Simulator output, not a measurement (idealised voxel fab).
process module | voxel spacer lines
cross-section cut | 145 nm wide | cells 5 nm
A cross-section is a grid of square cells, given in bands from the top down. A band is one or more rows of cells.
Each band's line starts with the height of the band's top and of its bottom, in nm. Then come its materials from left to right, each with its width in nm. One material with "throughout" fills the band from edge to edge. "air" is empty space.
Height 0 is the level under which the wafer as received is all one material. The lowest band goes on downwards, as in "0 down".
A width such as "30 to 40" changes by the same amount from each row of cells to the next, from the band's top row to its bottom row.
"no change" after a step means that no cell of the cross-section changed.
closed voids: empty space of 8 cells or more with no open way to the top, each as width x height at its distance from the left edge, in nm
after a step's settings: what the simulator itself notes on the step
overlay nm, on a step with a mask: how far to the right of its planned place the mask lay; to the left if negative
plan
1 op RECEIVE | material Si
2 op CONFORMAL_DEP | material Al2O3 | thk nm 5
3 op DIRECTIONAL_DEP | material W | thk nm 15
4 op DIRECTIONAL_DEP | material polySi | thk nm 20
5 op PATTERN | tone cover | mask id MANDREL | material resist | width nm 15 | pitch nm 50 | thk nm 30 | overlay nm 0
6 op DIRECTIONAL_ETCH | etch materials polySi | depth nm 20
7 op STRIP | etch materials resist
8 op CONFORMAL_DEP | material SiN | thk nm 10
9 op DIRECTIONAL_ETCH | etch materials SiN | depth nm 10
10 op STRIP | etch materials polySi
11 op DIRECTIONAL_ETCH | etch materials W | depth nm 15
12 op STRIP | etch materials SiN
13 op FILL_DEP | material SiO2 | thk nm 5
14 op CMP | height nm 20
as received, after step 1
  0 down: Si throughout
  closed voids: none
a wafer at the end: this start, this plan, one mistake
  20 to 15: SiO2 throughout
  15 to 0: SiO2 30 | W 10 | SiO2 15 | W 10 | SiO2 15 | W 10 | SiO2 15 | W 10 | SiO2 30
  0 down: Si throughout
  closed voids: none
what went wrong: step 2 was left out
